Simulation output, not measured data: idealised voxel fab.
This is a process module. Its name is voxel wiring stack.
Xsec cut, 295 nm wide, square cell size 5 nm.
When this document writes out a cross-section, it uses a grid of square cells and lists it as bands, beginning at the top and moving down, with a band standing for one or more rows of cells. Read a band's entry like this: the first values are the height of its top and the height of its bottom in nm, and what follows is the sequence of materials from left to right, each with its width in nm. Note that "blank" is empty space, and that a single material marked "edge to edge" reaches across the band from edge to edge. Height reference: 0 = level under which incoming wafer is all one material. Lowest band: no bottom, runs on downward, e.g. "z 0 and below". Width spec "30->40" -> top row of cells at first value, bottom row at second value, equal per-row change in between. Key: "no modifications" - step with no changed cell in the cross-section. The label "Enclosed void listing" introduces a list of the empty spaces, 8 cells or larger, that have no open way up to the top; each entry in it reads width x height at distance, where the distance is taken from the left edge and all three are stated in nm. Formally, on a step line, whatever follows the settings is a remark that the simulator itself makes on the step. overlay nm: for a step with a mask, the amount by which the mask lay right of where it was planned; a negative amount means left of it. From here on the document is pairs. In a pair, the cross-section before one process step comes with the cross-section after it, and the latter goes no deeper than the lowest band that changed. What lies in between, the step and its settings, is written under the pair. A pair may be from a different run of this module on the same starting wafer than the pair above it, so it continues from that pair only where its entry headed "Pre-step geometry" says so.

-- Pre-step geometry
- z 55 to 35  40 SiO2 / 15 Ru / 105 SiO2 / 15 Ru / 120 SiO2
- z 35 to 30  40 SiCN / 15 Ru / 105 SiCN / 15 Ru / 120 SiCN
- z 30 to 15  40 SiO2 / 30 Ru / 30 SiO2 / 30 Ru / 30 SiO2 / 30 Ru / 30 SiO2 / 30 Ru / 45 SiO2
- z 15 to 5  SiO2 edge to edge
- z 5 to 0  TiN edge to edge
- z 0 and below  Si edge to edge
- Enclosed void listing: none

-- Post-Process View
- z 60 to 55  TiN edge to edge
- Everything below 55 is unchanged.
- Enclosed void listing: none
Which operation links the two cross-sections above? DIRECTIONAL_DEP: material TiN, thk nm 5

Pre-step geometry: identical to the post-step cross-section of the immediately preceding pair.

-- Post-Process View
- z 85 to 60  Ru edge to edge
- Everything below 60 is unchanged.
- Enclosed void listing: none
Which operation links the two cross-sections above? DIRECTIONAL_DEP: material Ru, thk nm 25

Pre-step geometry: identical to the post-step cross-section of the immediately preceding pair.

-- Post-Process View
- z 85 to 60  40 blank / 30 Ru / 30 blank / 30 Ru / 30 blank / 30 Ru / 30 blank / 30 Ru / 45 blank
- Everything below 60 is unchanged.
- Enclosed void listing: none
Which operation links the two cross-sections above? MASKED_ETCH: tone cover, mask id METAL_2, width nm 30, pitch nm 60, etch materials Ru, depth nm 25, overlay nm 0

Pre-step geometry: identical to the post-step cross-section of the immediately preceding pair.

-- Post-Process View
- z 85 to 60  40 blank / 30 Ru / 30 blank / 30 Ru / 30 blank / 30 Ru / 30 blank / 30 Ru / 45 blank
- z 60 to 55  40 blank / 30 TiN / 30 blank / 30 TiN / 30 blank / 30 TiN / 30 blank / 30 TiN / 45 blank
- Everything below 55 is unchanged.
- Enclosed void listing: none
Which operation links the two cross-sections above? MASKED_ETCH: tone cover, mask id METAL_2, width nm 30, pitch nm 60, etch materials TiN, depth nm 5, overlay nm 0

Pre-step geometry: identical to the post-step cross-section of the immediately preceding pair.

-- Post-Process View
- z 90 to 85  35 blank / 40 SiCN / 20 blank / 40 SiCN / 20 blank / 40 SiCN / 20 blank / 40 SiCN / 40 blank
- z 85 to 60  35 blank / 5 SiCN / 30 Ru / 5 SiCN / 20 blank / 5 SiCN / 30 Ru / 5 SiCN / 20 blank / 5 SiCN / 30 Ru / 5 SiCN / 20 blank / 5 SiCN / 30 Ru / 5 SiCN / 40 blank
- z 60 to 55  40 SiCN / 30 TiN / 30 SiCN / 30 TiN / 30 SiCN / 30 TiN / 30 SiCN / 30 TiN / 45 SiCN
- Everything below 55 is unchanged.
- Enclosed void listing: none
Which operation links the two cross-sections above? CONFORMAL_DEP: material SiCN, thk nm 5

Pre-step geometry: identical to the post-step cross-section of the immediately preceding pair.

-- Post-Process View
- z 95 to 90  SiO2 edge to edge
- z 90 to 85  35 SiO2 / 40 SiCN / 20 SiO2 / 40 SiCN / 20 SiO2 / 40 SiCN / 20 SiO2 / 40 SiCN / 40 SiO2
- z 85 to 60  35 SiO2 / 5 SiCN / 30 Ru / 5 SiCN / 20 SiO2 / 5 SiCN / 30 Ru / 5 SiCN / 20 SiO2 / 5 SiCN / 30 Ru / 5 SiCN / 20 SiO2 / 5 SiCN / 30 Ru / 5 SiCN / 40 SiO2
- Everything below 60 is unchanged.
- Enclosed void listing: none
Which operation links the two cross-sections above? FILL_DEP: material SiO2, thk nm 5

Pre-step geometry: identical to the post-step cross-section of the immediately preceding pair.

-- Post-Process View
- z 85 to 60  35 SiO2 / 5 SiCN / 30 Ru / 5 SiCN / 20 SiO2 / 5 SiCN / 30 Ru / 5 SiCN / 20 SiO2 / 5 SiCN / 30 Ru / 5 SiCN / 20 SiO2 / 5 SiCN / 30 Ru / 5 SiCN / 40 SiO2
- Everything below 60 is unchanged.
- Enclosed void listing: none
Which operation links the two cross-sections above? CMP: height nm 85

Pre-step geometry: identical to the post-step cross-section of the immediately preceding pair.

-- Post-Process View
- z 90 to 85  SiCN edge to edge
- Everything below 85 is unchanged.
- Enclosed void listing: none
Which operation links the two cross-sections above? CONFORMAL_DEP: material SiCN, thk nm 5

-- Pre-step geometry
- z 85 to 60  35 SiO2 / 5 SiCN / 30 Ru / 5 SiCN / 20 SiO2 / 5 SiCN / 30 Ru / 5 SiCN / 20 SiO2 / 5 SiCN / 30 Ru / 5 SiCN / 20 SiO2 / 5 SiCN / 30 Ru / 5 SiCN / 40 SiO2
- z 60 to 55  40 SiCN / 30 TiN / 30 SiCN / 30 TiN / 30 SiCN / 30 TiN / 30 SiCN / 30 TiN / 45 SiCN
- z 55 to 35  40 SiO2 / 15 Ru / 105 SiO2 / 15 Ru / 120 SiO2
- z 35 to 30  40 SiCN / 15 Ru / 105 SiCN / 15 Ru / 120 SiCN
- z 30 to 15  40 SiO2 / 30 Ru / 30 SiO2 / 30 Ru / 30 SiO2 / 30 Ru / 30 SiO2 / 30 Ru / 45 SiO2
- z 15 to 10  40 SiO2 / 30 TiN / 30 SiO2 / 30 TiN / 30 SiO2 / 30 TiN / 30 SiO2 / 30 TiN / 45 SiO2
- z 10 to 0  SiO2 edge to edge
- z 0 and below  Si edge to edge
- Enclosed void listing: none

-- Post-Process View
- z 100 to 85  SiCN edge to edge
- Everything below 85 is unchanged.
- Enclosed void listing: none
Which operation links the two cross-sections above? CONFORMAL_DEP: material SiCN, thk nm 15

-- Pre-step geometry
- z 30 to 15  Ru edge to edge
- z 15 to 10  TiN edge to edge
- z 10 to 0  SiO2 edge to edge
- z 0 and below  Si edge to edge
- Enclosed void listing: none

-- Post-Process View
- z 50 to 30  40 blank / 35 resist / 25 blank / 35 resist / 25 blank / 35 resist / 25 blank / 35 resist / 40 blank
- Everything below 30 is unchanged.
- Enclosed void listing: none
Which operation links the two cross-sections above? PATTERN: tone cover, mask id METAL_1, material resist, width nm 35, pitch nm 60, thk nm 20, overlay nm 0

Pre-step geometry: identical to the post-step cross-section of the immediately preceding pair.

-- Post-Process View
- z 50 to 30  40 blank / 35 resist / 25 blank / 35 resist / 25 blank / 35 resist / 25 blank / 35 resist / 40 blank
- z 30 to 15  40 blank / 35 Ru / 25 blank / 35 Ru / 25 blank / 35 Ru / 25 blank / 35 Ru / 40 blank
- Everything below 15 is unchanged.
- Enclosed void listing: none
Which operation links the two cross-sections above? DIRECTIONAL_ETCH: etch materials Ru, depth nm 15

Pre-step geometry: identical to the post-step cross-section of the immediately preceding pair.

-- Post-Process View
- z 50 to 30  40 blank / 35 resist / 25 blank / 35 resist / 25 blank / 35 resist / 25 blank / 35 resist / 40 blank
- z 30 to 15  40 blank / 35 Ru / 25 blank / 35 Ru / 25 blank / 35 Ru / 25 blank / 35 Ru / 40 blank
- z 15 to 10  40 blank / 35 TiN / 25 blank / 35 TiN / 25 blank / 35 TiN / 25 blank / 35 TiN / 40 blank
- Everything below 10 is unchanged.
- Enclosed void listing: none
Which operation links the two cross-sections above? DIRECTIONAL_ETCH: etch materials TiN, depth nm 5

Pre-step geometry: identical to the post-step cross-section of the immediately preceding pair.

-- Post-Process View
- z 30 to 15  40 blank / 35 Ru / 25 blank / 35 Ru / 25 blank / 35 Ru / 25 blank / 35 Ru / 40 blank
- Everything below 15 is unchanged.
- Enclosed void listing: none
Which operation links the two cross-sections above? STRIP: etch materials resist

Pre-step geometry: identical to the post-step cross-section of the immediately preceding pair.

-- Post-Process View
- z 35 to 30  SiO2 edge to edge
- z 30 to 15  40 SiO2 / 35 Ru / 25 SiO2 / 35 Ru / 25 SiO2 / 35 Ru / 25 SiO2 / 35 Ru / 40 SiO2
- z 15 to 10  40 SiO2 / 35 TiN / 25 SiO2 / 35 TiN / 25 SiO2 / 35 TiN / 25 SiO2 / 35 TiN / 40 SiO2
- Everything below 10 is unchanged.
- Enclosed void listing: none
Which operation links the two cross-sections above? FILL_DEP: material SiO2, thk nm 5

Pre-step geometry: identical to the post-step cross-section of the immediately preceding pair.

-- Post-Process View
- z 30 to 15  40 SiO2 / 35 Ru / 25 SiO2 / 35 Ru / 25 SiO2 / 35 Ru / 25 SiO2 / 35 Ru / 40 SiO2
- Everything below 15 is unchanged.
- Enclosed void listing: none
Which operation links the two cross-sections above? CMP: height nm 30

Pre-step geometry: identical to the post-step cross-section of the immediately preceding pair.

-- Post-Process View
- z 35 to 30  SiCN edge to edge
- Everything below 30 is unchanged.
- Enclosed void listing: none
Which operation links the two cross-sections above? CONFORMAL_DEP: material SiCN, thk nm 5

Pre-step geometry: identical to the post-step cross-section of the immediately preceding pair.

-- Post-Process View
- z 55 to 35  SiO2 edge to edge
- Everything below 35 is unchanged.
- Enclosed void listing: none
Which operation links the two cross-sections above? DIRECTIONAL_DEP: material SiO2, thk nm 20

Pre-step geometry: identical to the post-step cross-section of the immediately preceding pair.

-- Post-Process View
- z 55 to 35  40 SiO2 / 15 blank / 105 SiO2 / 15 blank / 120 SiO2
- Everything below 35 is unchanged.
- Enclosed void listing: none
Which operation links the two cross-sections above? MASKED_ETCH: tone open, mask id PLUG_1, width nm 15, pitch nm 120, etch materials SiO2, depth nm 20, overlay nm 0

Pre-step geometry: identical to the post-step cross-section of the immediately preceding pair.

-- Post-Process View
- z 55 to 35  40 SiO2 / 15 blank / 105 SiO2 / 15 blank / 120 SiO2
- z 35 to 30  40 SiCN / 15 blank / 105 SiCN / 15 blank / 120 SiCN
- Everything below 30 is unchanged.
- Enclosed void listing: none
Which operation links the two cross-sections above? MASKED_ETCH: tone open, mask id PLUG_1, width nm 15, pitch nm 120, etch materials SiCN, depth nm 5, overlay nm 0

Pre-step geometry: identical to the post-step cross-section of the immediately preceding pair.

-- Post-Process View
- z 55 to 40  40 SiO2 / 15 blank / 105 SiO2 / 15 blank / 120 SiO2
- z 40 to 35  40 SiO2 / 15 Ru / 105 SiO2 / 15 Ru / 120 SiO2
- z 35 to 30  40 SiCN / 15 Ru / 105 SiCN / 15 Ru / 120 SiCN
- Everything below 30 is unchanged.
- Enclosed void listing: none
Which operation links the two cross-sections above? EPI: material Ru, thk nm 10

Pre-step geometry: identical to the post-step cross-section of the immediately preceding pair.

-- Post-Process View
- z 55 to 50  40 SiO2 / 15 blank / 105 SiO2 / 15 blank / 120 SiO2
- z 50 to 35  40 SiO2 / 15 Ru / 105 SiO2 / 15 Ru / 120 SiO2
- Everything below 35 is unchanged.
- Enclosed void listing: none
Which operation links the two cross-sections above? EPI: material Ru, thk nm 10

Pre-step geometry: identical to the post-step cross-section of the immediately preceding pair.

-- Post-Process View
- z 55 to 35  40 SiO2 / 15 Ru / 105 SiO2 / 15 Ru / 120 SiO2
- Everything below 35 is unchanged.
- Enclosed void listing: none
Which operation links the two cross-sections above? EPI: material Ru, thk nm 5

Pre-step geometry: identical to the post-step cross-section of the immediately preceding pair.

-- Post-Process View
- z 60 to 55  TiN edge to edge
- Everything below 55 is unchanged.
- Enclosed void listing: none
Which operation links the two cross-sections above? DIRECTIONAL_DEP: material TiN, thk nm 5

Pre-step geometry: identical to the post-step cross-section of the immediately preceding pair.

-- Post-Process View
- z 85 to 60  Ru edge to edge
- Everything below 60 is unchanged.
- Enclosed void listing: none
Which operation links the two cross-sections above? DIRECTIONAL_DEP: material Ru, thk nm 25

Pre-step geometry: identical to the post-step cross-section of the immediately preceding pair.

-- Post-Process View
- z 85 to 60  40 blank / 30 Ru / 30 blank / 30 Ru / 30 blank / 30 Ru / 30 blank / 30 Ru / 45 blank
- Everything below 60 is unchanged.
- Enclosed void listing: none
Which operation links the two cross-sections above? MASKED_ETCH: tone cover, mask id METAL_2, width nm 30, pitch nm 60, etch materials Ru, depth nm 25, overlay nm 0

Pre-step geometry: identical to the post-step cross-section of the immediately preceding pair.

-- Post-Process View
- z 85 to 60  40 blank / 30 Ru / 30 blank / 30 Ru / 30 blank / 30 Ru / 30 blank / 30 Ru / 45 blank
- z 60 to 55  40 blank / 30 TiN / 30 blank / 30 TiN / 30 blank / 30 TiN / 30 blank / 30 TiN / 45 blank
- Everything below 55 is unchanged.
- Enclosed void listing: none
Which operation links the two cross-sections above? MASKED_ETCH: tone cover, mask id METAL_2, width nm 30, pitch nm 60, etch materials TiN, depth nm 5, overlay nm 0

Pre-step geometry: identical to the post-step cross-section of the immediately preceding pair.

-- Post-Process View
- z 90 to 85  35 blank / 40 SiCN / 20 blank / 40 SiCN / 20 blank / 40 SiCN / 20 blank / 40 SiCN / 40 blank
- z 85 to 60  35 blank / 5 SiCN / 30 Ru / 5 SiCN / 20 blank / 5 SiCN / 30 Ru / 5 SiCN / 20 blank / 5 SiCN / 30 Ru / 5 SiCN / 20 blank / 5 SiCN / 30 Ru / 5 SiCN / 40 blank
- z 60 to 55  40 SiCN / 30 TiN / 30 SiCN / 30 TiN / 30 SiCN / 30 TiN / 30 SiCN / 30 TiN / 45 SiCN
- Everything below 55 is unchanged.
- Enclosed void listing: none
Which operation links the two cross-sections above? CONFORMAL_DEP: material SiCN, thk nm 5

Pre-step geometry: identical to the post-step cross-section of the immediately preceding pair.

-- Post-Process View
- z 95 to 90  SiO2 edge to edge
- z 90 to 85  35 SiO2 / 40 SiCN / 20 SiO2 / 40 SiCN / 20 SiO2 / 40 SiCN / 20 SiO2 / 40 SiCN / 40 SiO2
- z 85 to 60  35 SiO2 / 5 SiCN / 30 Ru / 5 SiCN / 20 SiO2 / 5 SiCN / 30 Ru / 5 SiCN / 20 SiO2 / 5 SiCN / 30 Ru / 5 SiCN / 20 SiO2 / 5 SiCN / 30 Ru / 5 SiCN / 40 SiO2
- Everything below 60 is unchanged.
- Enclosed void listing: none
Which operation links the two cross-sections above? FILL_DEP: material SiO2, thk nm 5

Pre-step geometry: identical to the post-step cross-section of the immediately preceding pair.

-- Post-Process View
- z 85 to 60  35 SiO2 / 5 SiCN / 30 Ru / 5 SiCN / 20 SiO2 / 5 SiCN / 30 Ru / 5 SiCN / 20 SiO2 / 5 SiCN / 30 Ru / 5 SiCN / 20 SiO2 / 5 SiCN / 30 Ru / 5 SiCN / 40 SiO2
- Everything below 60 is unchanged.
- Enclosed void listing: none
Which operation links the two cross-sections above? CMP: height nm 85

Pre-step geometry: identical to the post-step cross-section of the immediately preceding pair.

-- Post-Process View
- z 90 to 85  SiCN edge to edge
- Everything below 85 is unchanged.
- Enclosed void listing: none
Which operation links the two cross-sections above? CONFORMAL_DEP: material SiCN, thk nm 5

-- Pre-step geometry
- z 30 to 15  Ru edge to edge
- z 15 to 10  TiN edge to edge
- z 10 to 0  SiO2 edge to edge
- z 0 and below  Si edge to edge
- Enclosed void listing: none

-- Post-Process View
- z 50 to 30  50 blank / 30 resist / 30 blank / 30 resist / 30 blank / 30 resist / 30 blank / 30 resist / 35 blank
- Everything below 30 is unchanged.
- Enclosed void listing: none
Which operation links the two cross-sections above? PATTERN: tone cover, mask id METAL_1, material resist, width nm 30, pitch nm 60, thk nm 20, overlay nm 10

Pre-step geometry: identical to the post-step cross-section of the immediately preceding pair.

-- Post-Process View
- z 50 to 30  50 blank / 30 resist / 30 blank / 30 resist / 30 blank / 30 resist / 30 blank / 30 resist / 35 blank
- z 30 to 15  50 blank / 30 Ru / 30 blank / 30 Ru / 30 blank / 30 Ru / 30 blank / 30 Ru / 35 blank
- Everything below 15 is unchanged.
- Enclosed void listing: none
Which operation links the two cross-sections above? DIRECTIONAL_ETCH: etch materials Ru, depth nm 15

Pre-step geometry: identical to the post-step cross-section of the immediately preceding pair.

-- Post-Process View
- z 50 to 30  50 blank / 30 resist / 30 blank / 30 resist / 30 blank / 30 resist / 30 blank / 30 resist / 35 blank
- z 30 to 15  50 blank / 30 Ru / 30 blank / 30 Ru / 30 blank / 30 Ru / 30 blank / 30 Ru / 35 blank
- z 15 to 10  50 blank / 30 TiN / 30 blank / 30 TiN / 30 blank / 30 TiN / 30 blank / 30 TiN / 35 blank
- Everything below 10 is unchanged.
- Enclosed void listing: none
Which operation links the two cross-sections above? DIRECTIONAL_ETCH: etch materials TiN, depth nm 5

Pre-step geometry: identical to the post-step cross-section of the immediately preceding pair.

-- Post-Process View
- z 30 to 15  50 blank / 30 Ru / 30 blank / 30 Ru / 30 blank / 30 Ru / 30 blank / 30 Ru / 35 blank
- Everything below 15 is unchanged.
- Enclosed void listing: none
Which operation links the two cross-sections above? STRIP: etch materials resist

Pre-step geometry: identical to the post-step cross-section of the immediately preceding pair.

-- Post-Process View
- z 35 to 30  SiO2 edge to edge
- z 30 to 15  50 SiO2 / 30 Ru / 30 SiO2 / 30 Ru / 30 SiO2 / 30 Ru / 30 SiO2 / 30 Ru / 35 SiO2
- z 15 to 10  50 SiO2 / 30 TiN / 30 SiO2 / 30 TiN / 30 SiO2 / 30 TiN / 30 SiO2 / 30 TiN / 35 SiO2
- Everything below 10 is unchanged.
- Enclosed void listing: none
Which operation links the two cross-sections above? FILL_DEP: material SiO2, thk nm 5

Pre-step geometry: identical to the post-step cross-section of the immediately preceding pair.

-- Post-Process View
- z 30 to 15  50 SiO2 / 30 Ru / 30 SiO2 / 30 Ru / 30 SiO2 / 30 Ru / 30 SiO2 / 30 Ru / 35 SiO2
- Everything below 15 is unchanged.
- Enclosed void listing: none
Which operation links the two cross-sections above? CMP: height nm 30

Pre-step geometry: identical to the post-step cross-section of the immediately preceding pair.

-- Post-Process View
- z 35 to 30  SiCN edge to edge
- Everything below 30 is unchanged.
- Enclosed void listing: none
Which operation links the two cross-sections above? CONFORMAL_DEP: material SiCN, thk nm 5

Pre-step geometry: identical to the post-step cross-section of the immediately preceding pair.

-- Post-Process View
- z 55 to 35  SiO2 edge to edge
- Everything below 35 is unchanged.
- Enclosed void listing: none
Which operation links the two cross-sections above? DIRECTIONAL_DEP: material SiO2, thk nm 20

Pre-step geometry: identical to the post-step cross-section of the immediately preceding pair.

-- Post-Process View
- z 55 to 35  40 SiO2 / 15 blank / 105 SiO2 / 15 blank / 120 SiO2
- Everything below 35 is unchanged.
- Enclosed void listing: none
Which operation links the two cross-sections above? MASKED_ETCH: tone open, mask id PLUG_1, width nm 15, pitch nm 120, etch materials SiO2, depth nm 20, overlay nm 0

Pre-step geometry: identical to the post-step cross-section of the immediately preceding pair.

-- Post-Process View
- z 55 to 35  40 SiO2 / 15 blank / 105 SiO2 / 15 blank / 120 SiO2
- z 35 to 30  40 SiCN / 15 blank / 105 SiCN / 15 blank / 120 SiCN
- Everything below 30 is unchanged.
- Enclosed void listing: none
Which operation links the two cross-sections above? MASKED_ETCH: tone open, mask id PLUG_1, width nm 15, pitch nm 120, etch materials SiCN, depth nm 5, overlay nm 0

Pre-step geometry: identical to the post-step cross-section of the immediately preceding pair.

-- Post-Process View
- z 55 to 40  40 SiO2 / 15 blank / 105 SiO2 / 15 blank / 120 SiO2
- z 40 to 35  40 SiO2 / 15 Ru / 105 SiO2 / 15 Ru / 120 SiO2
- z 35 to 30  40 SiCN / 15 Ru / 105 SiCN / 15 Ru / 120 SiCN
- Everything below 30 is unchanged.
- Enclosed void listing: none
Which operation links the two cross-sections above? EPI: material Ru, thk nm 10

Pre-step geometry: identical to the post-step cross-section of the immediately preceding pair.

-- Post-Process View
- z 55 to 50  40 SiO2 / 15 blank / 105 SiO2 / 15 blank / 120 SiO2
- z 50 to 35  40 SiO2 / 15 Ru / 105 SiO2 / 15 Ru / 120 SiO2
- Everything below 35 is unchanged.
- Enclosed void listing: none
Which operation links the two cross-sections above? EPI: material Ru, thk nm 10

Pre-step geometry: identical to the post-step cross-section of the immediately preceding pair.

-- Post-Process View
- z 55 to 35  40 SiO2 / 15 Ru / 105 SiO2 / 15 Ru / 120 SiO2
- Everything below 35 is unchanged.
- Enclosed void listing: none
Which operation links the two cross-sections above? EPI: material Ru, thk nm 5

Pre-step geometry: identical to the post-step cross-section of the immediately preceding pair.

-- Post-Process View
- z 60 to 55  TiN edge to edge
- Everything below 55 is unchanged.
- Enclosed void listing: none
Which operation links the two cross-sections above? DIRECTIONAL_DEP: material TiN, thk nm 5

Pre-step geometry: identical to the post-step cross-section of the immediately preceding pair.

-- Post-Process View
- z 85 to 60  Ru edge to edge
- Everything below 60 is unchanged.
- Enclosed void listing: none
Which operation links the two cross-sections above? DIRECTIONAL_DEP: material Ru, thk nm 25

Pre-step geometry: identical to the post-step cross-section of the immediately preceding pair.

-- Post-Process View
- z 85 to 60  40 blank / 30 Ru / 30 blank / 30 Ru / 30 blank / 30 Ru / 30 blank / 30 Ru / 45 blank
- Everything below 60 is unchanged.
- Enclosed void listing: none
Which operation links the two cross-sections above? MASKED_ETCH: tone cover, mask id METAL_2, width nm 30, pitch nm 60, etch materials Ru, depth nm 25, overlay nm 0

Pre-step geometry: identical to the post-step cross-section of the immediately preceding pair.

-- Post-Process View
- z 85 to 60  40 blank / 30 Ru / 30 blank / 30 Ru / 30 blank / 30 Ru / 30 blank / 30 Ru / 45 blank
- z 60 to 55  40 blank / 30 TiN / 30 blank / 30 TiN / 30 blank / 30 TiN / 30 blank / 30 TiN / 45 blank
- Everything below 55 is unchanged.
- Enclosed void listing: none
Which operation links the two cross-sections above? MASKED_ETCH: tone cover, mask id METAL_2, width nm 30, pitch nm 60, etch materials TiN, depth nm 5, overlay nm 0

Pre-step geometry: identical to the post-step cross-section of the immediately preceding pair.

-- Post-Process View
- z 90 to 85  35 blank / 40 SiCN / 20 blank / 40 SiCN / 20 blank / 40 SiCN / 20 blank / 40 SiCN / 40 blank
- z 85 to 60  35 blank / 5 SiCN / 30 Ru / 5 SiCN / 20 blank / 5 SiCN / 30 Ru / 5 SiCN / 20 blank / 5 SiCN / 30 Ru / 5 SiCN / 20 blank / 5 SiCN / 30 Ru / 5 SiCN / 40 blank
- z 60 to 55  40 SiCN / 30 TiN / 30 SiCN / 30 TiN / 30 SiCN / 30 TiN / 30 SiCN / 30 TiN / 45 SiCN
- Everything below 55 is unchanged.
- Enclosed void listing: none
Which operation links the two cross-sections above? CONFORMAL_DEP: material SiCN, thk nm 5

Pre-step geometry: identical to the post-step cross-section of the immediately preceding pair.

-- Post-Process View
- z 95 to 90  SiO2 edge to edge
- z 90 to 85  35 SiO2 / 40 SiCN / 20 SiO2 / 40 SiCN / 20 SiO2 / 40 SiCN / 20 SiO2 / 40 SiCN / 40 SiO2
- z 85 to 60  35 SiO2 / 5 SiCN / 30 Ru / 5 SiCN / 20 SiO2 / 5 SiCN / 30 Ru / 5 SiCN / 20 SiO2 / 5 SiCN / 30 Ru / 5 SiCN / 20 SiO2 / 5 SiCN / 30 Ru / 5 SiCN / 40 SiO2
- Everything below 60 is unchanged.
- Enclosed void listing: none
Which operation links the two cross-sections above? FILL_DEP: material SiO2, thk nm 5

Pre-step geometry: identical to the post-step cross-section of the immediately preceding pair.

-- Post-Process View
- z 85 to 60  35 SiO2 / 5 SiCN / 30 Ru / 5 SiCN / 20 SiO2 / 5 SiCN / 30 Ru / 5 SiCN / 20 SiO2 / 5 SiCN / 30 Ru / 5 SiCN / 20 SiO2 / 5 SiCN / 30 Ru / 5 SiCN / 40 SiO2
- Everything below 60 is unchanged.
- Enclosed void listing: none
Which operation links the two cross-sections above? CMP: height nm 85

Pre-step geometry: identical to the post-step cross-section of the immediately preceding pair.

-- Post-Process View
- z 90 to 85  SiCN edge to edge
- Everything below 85 is unchanged.
- Enclosed void listing: none
Which operation links the two cross-sections above? CONFORMAL_DEP: material SiCN, thk nm 5

-- Pre-step geometry
- z 85 to 60  35 SiO2 / 5 SiCN / 30 Ru / 5 SiCN / 20 SiO2 / 5 SiCN / 30 Ru / 5 SiCN / 20 SiO2 / 5 SiCN / 30 Ru / 5 SiCN / 20 SiO2 / 5 SiCN / 30 Ru / 5 SiCN / 40 SiO2
- z 60 to 55  40 SiCN / 30 TiN / 30 SiCN / 30 TiN / 30 SiCN / 30 TiN / 30 SiCN / 30 TiN / 45 SiCN
- z 55 to 35  40 SiO2 / 15 Ru / 105 SiO2 / 15 Ru / 120 SiO2
- z 35 to 30  40 SiCN / 15 Ru / 105 SiCN / 15 Ru / 120 SiCN
- z 30 to 15  40 SiO2 / 30 Ru / 30 SiO2 / 30 Ru / 30 SiO2 / 30 Ru / 30 SiO2 / 30 Ru / 45 SiO2
- z 15 to 10  40 SiO2 / 30 TiN / 30 SiO2 / 30 TiN / 30 SiO2 / 30 TiN / 30 SiO2 / 30 TiN / 45 SiO2
- z 10 to 0  SiO2 edge to edge
- z 0 and below  Si edge to edge
- Enclosed void listing: none

-- Post-Process View
- z 90 to 85  SiO2 edge to edge
- Everything below 85 is unchanged.
- Enclosed void listing: none
Which operation links the two cross-sections above? CONFORMAL_DEP: material SiO2, thk nm 5

-- Pre-step geometry
- z 55 to 35  SiO2 edge to edge
- z 35 to 30  SiCN edge to edge
- z 30 to 15  40 SiO2 / 30 Ru / 30 SiO2 / 30 Ru / 30 SiO2 / 30 Ru / 30 SiO2 / 30 Ru / 45 SiO2
- z 15 to 10  40 SiO2 / 30 TiN / 30 SiO2 / 30 TiN / 30 SiO2 / 30 TiN / 30 SiO2 / 30 TiN / 45 SiO2
- z 10 to 0  SiO2 edge to edge
- z 0 and below  Si edge to edge
- Enclosed void listing: none

-- Post-Process View
- z 55 to 35  40 blank / 15 SiO2 / 105 blank / 15 SiO2 / 120 blank
- Everything below 35 is unchanged.
- Enclosed void listing: none
Which operation links the two cross-sections above? MASKED_ETCH: tone cover, mask id PLUG_1, width nm 15, pitch nm 120, etch materials SiO2, depth nm 20, overlay nm 0

Pre-step geometry: identical to the post-step cross-section of the immediately preceding pair.

-- Post-Process View
- z 60 to 55  40 blank / 15 TiN / 105 blank / 15 TiN / 120 blank
- z 55 to 40  40 blank / 15 SiO2 / 105 blank / 15 SiO2 / 120 blank
- z 40 to 35  40 TiN / 15 SiO2 / 105 TiN / 15 SiO2 / 120 TiN
- Everything below 35 is unchanged.
- Enclosed void listing: none
Which operation links the two cross-sections above? DIRECTIONAL_DEP: material TiN, thk nm 5

Pre-step geometry: identical to the post-step cross-section of the immediately preceding pair.

-- Post-Process View
- z 85 to 65  40 blank / 15 Ru / 105 blank / 15 Ru / 120 blank
- z 65 to 60  Ru edge to edge
- z 60 to 55  40 Ru / 15 TiN / 105 Ru / 15 TiN / 120 Ru
- z 55 to 40  40 Ru / 15 SiO2 / 105 Ru / 15 SiO2 / 120 Ru
- Everything below 40 is unchanged.
- Enclosed void listing: none
Which operation links the two cross-sections above? DIRECTIONAL_DEP: material Ru, thk nm 25

Pre-step geometry: identical to the post-step cross-section of the immediately preceding pair.

-- Post-Process View
- z 85 to 65  40 blank / 15 Ru / 105 blank / 15 Ru / 120 blank
- z 65 to 60  40 blank / 30 Ru / 30 blank / 30 Ru / 30 blank / 30 Ru / 30 blank / 30 Ru / 45 blank
- z 60 to 55  40 blank / 15 TiN / 15 Ru / 30 blank / 30 Ru / 30 blank / 15 TiN / 15 Ru / 30 blank / 30 Ru / 45 blank
- z 55 to 40  40 blank / 15 SiO2 / 15 Ru / 30 blank / 30 Ru / 30 blank / 15 SiO2 / 15 Ru / 30 blank / 30 Ru / 45 blank
- Everything below 40 is unchanged.
- Enclosed void listing: none
Which operation links the two cross-sections above? MASKED_ETCH: tone cover, mask id METAL_2, width nm 30, pitch nm 60, etch materials Ru, depth nm 25, overlay nm 0

Pre-step geometry: identical to the post-step cross-section of the immediately preceding pair.

-- Post-Process View
- z 85 to 65  40 blank / 15 Ru / 105 blank / 15 Ru / 120 blank
- z 65 to 60  40 blank / 30 Ru / 30 blank / 30 Ru / 30 blank / 30 Ru / 30 blank / 30 Ru / 45 blank
- z 60 to 55  40 blank / 15 TiN / 15 Ru / 30 blank / 30 Ru / 30 blank / 15 TiN / 15 Ru / 30 blank / 30 Ru / 45 blank
- z 55 to 40  40 blank / 15 SiO2 / 15 Ru / 30 blank / 30 Ru / 30 blank / 15 SiO2 / 15 Ru / 30 blank / 30 Ru / 45 blank
- z 40 to 35  40 blank / 15 SiO2 / 15 TiN / 30 blank / 30 TiN / 30 blank / 15 SiO2 / 15 TiN / 30 blank / 30 TiN / 45 blank
- Everything below 35 is unchanged.
- Enclosed void listing: none
Which operation links the two cross-sections above? MASKED_ETCH: tone cover, mask id METAL_2, width nm 30, pitch nm 60, etch materials TiN, depth nm 5, overlay nm 0
